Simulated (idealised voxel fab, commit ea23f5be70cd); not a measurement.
This section sets out a process module, namely voxel self aligned vias.
The figure presents cross-section cut, which has a width of 200 nm and is divided into square cells with an edge length of 5 nm.
Notation: cross-section as square-cell grid; stated in bands, top first, going down; one or more cell rows per band. Top height, bottom height, nm. Materials left to right, width each, nm. Single material + "everywhere" = fills band edge to edge. "blank" = empty. Height datum 0, below which the as-received substrate wafer is one material. Lowest band open at the bottom, running downward: "0..down". The expression "30 to 40" gives the width at the extremes of the band, the first number at its top row of cells and the second at its bottom row, with the width changing by equal amounts from each row to the next in between. For the purposes of this document, the phrase "no change" attached to a step denotes that no cell within the cross-section was modified by that step. In the "Trapped voids" entry, you get each enclosed empty space of 8 cells or more, one with no open way to the top, written width x height at distance, distance from the left edge, in nm. Past the settings on a step's line: simulator remark, on that step. overlay nm: step with mask; distance mask lay right of planned place; negative value = left of planned place.
**Listed below are the process steps as planned**
step 1: RECEIVE with material Si
step 2: CONFORMAL_DEP with material SiO2, thk nm 15
step 3: CONFORMAL_DEP with material SiCN, thk nm 5
step 4: DIRECTIONAL_DEP with material SiO2, thk nm 20
step 5: DIRECTIONAL_DEP with material aC, thk nm 10
step 6: PATTERN with tone open, mask id LINES, material resist, width nm 20, pitch nm 70, thk nm 25, overlay nm 0
step 7: DIRECTIONAL_ETCH with etch materials aC, depth nm 10
step 8: STRIP with etch materials resist
step 9: DIRECTIONAL_ETCH with etch materials SiO2, depth nm 20
step 10: STRIP with etch materials aC
step 11: CONFORMAL_DEP with material TiN, thk nm 5
step 12: FILL_DEP with material Ru, thk nm 10
step 13: CMP with height nm 40
step 14: SELECTIVE_ETCH with etch materials W Ru TiN, depth nm 5
step 15: FILL_DEP with material SiN, thk nm 10
step 16: CMP with height nm 40
step 17: DIRECTIONAL_DEP with material SiO2, thk nm 15
step 18: MASKED_ETCH with tone open, mask id VIAS, width nm 30, etch materials SiO2, depth nm 15, overlay nm 0
step 19: MASKED_ETCH with tone open, mask id VIAS, width nm 40, etch materials SiN, depth nm 5, overlay nm 0
step 20: CONFORMAL_DEP with material TiN, thk nm 5
step 21: FILL_DEP with material Cu, thk nm 10
step 22: CMP with height nm 55
step 23: CONFORMAL_DEP with material SiCN, thk nm 5
Keep in mind the plan's value for the width nm of step 18 comes from the first wafer; the wafers don't share that setting, but they do share the same starting point.
**Cross-section of the first of several wafers as received (after step 1)**
  0..down: Si everywhere
  Trapped voids: none
**Cross-section after step 23, the final step of the module, for the first of several wafers**
  60..55: SiCN everywhere
  55..45: SiO2 50 nm / TiN 5 nm / Cu 20 nm / TiN 5 nm / SiO2 120 nm
  45..40: SiO2 50 nm / TiN 10 nm / Cu 10 nm / TiN 10 nm / SiO2 120 nm
  40..35: SiO2 55 nm / TiN 20 nm / SiO2 50 nm / SiN 20 nm / SiO2 55 nm
  35..25: SiO2 55 nm / TiN 5 nm / Ru 10 nm / TiN 5 nm / SiO2 50 nm / TiN 5 nm / Ru 10 nm / TiN 5 nm / SiO2 55 nm
  25..20: SiO2 55 nm / TiN 20 nm / SiO2 50 nm / TiN 20 nm / SiO2 55 nm
  20..15: SiCN everywhere
  15..0: SiO2 everywhere
  0..down: Si everywhere
  Trapped voids: none
**End of module: cross-section, last of several wafers**
  60..55: SiCN everywhere
  55..45: SiO2 40 nm / TiN 5 nm / Cu 45 nm / TiN 5 nm / SiO2 105 nm
  45..40: SiO2 40 nm / TiN 20 nm / Cu 10 nm / TiN 25 nm / SiO2 105 nm
  40..35: SiO2 55 nm / TiN 20 nm / SiO2 50 nm / SiN 20 nm / SiO2 55 nm
  35..25: SiO2 55 nm / TiN 5 nm / Ru 10 nm / TiN 5 nm / SiO2 50 nm / TiN 5 nm / Ru 10 nm / TiN 5 nm / SiO2 55 nm
  25..20: SiO2 55 nm / TiN 20 nm / SiO2 50 nm / TiN 20 nm / SiO2 55 nm
  20..15: SiCN everywhere
  15..0: SiO2 everywhere
  0..down: Si everywhere
  Trapped voids: none
**each wafer at the end: cells of each material gained (+) or lost (-) since it was received, then its closed voids**
width nm 30, +10 Cu, +8 Ru, +80 SiCN, +4 SiN, +350 SiO2, +28 TiN, Trapped voids: none
width nm 35, +12 Cu, +8 Ru, +80 SiCN, +4 SiN, +347 SiO2, +29 TiN, Trapped voids: none
width nm 40, +14 Cu, +8 Ru, +80 SiCN, +4 SiN, +344 SiO2, +30 TiN, Trapped voids: none
width nm 45, +16 Cu, +8 Ru, +80 SiCN, +4 SiN, +341 SiO2, +31 TiN, Trapped voids: none
width nm 50, +18 Cu, +8 Ru, +80 SiCN, +4 SiN, +338 SiO2, +32 TiN, Trapped voids: none
width nm 55, +20 Cu, +8 Ru, +80 SiCN, +4 SiN, +335 SiO2, +33 TiN, Trapped voids: none
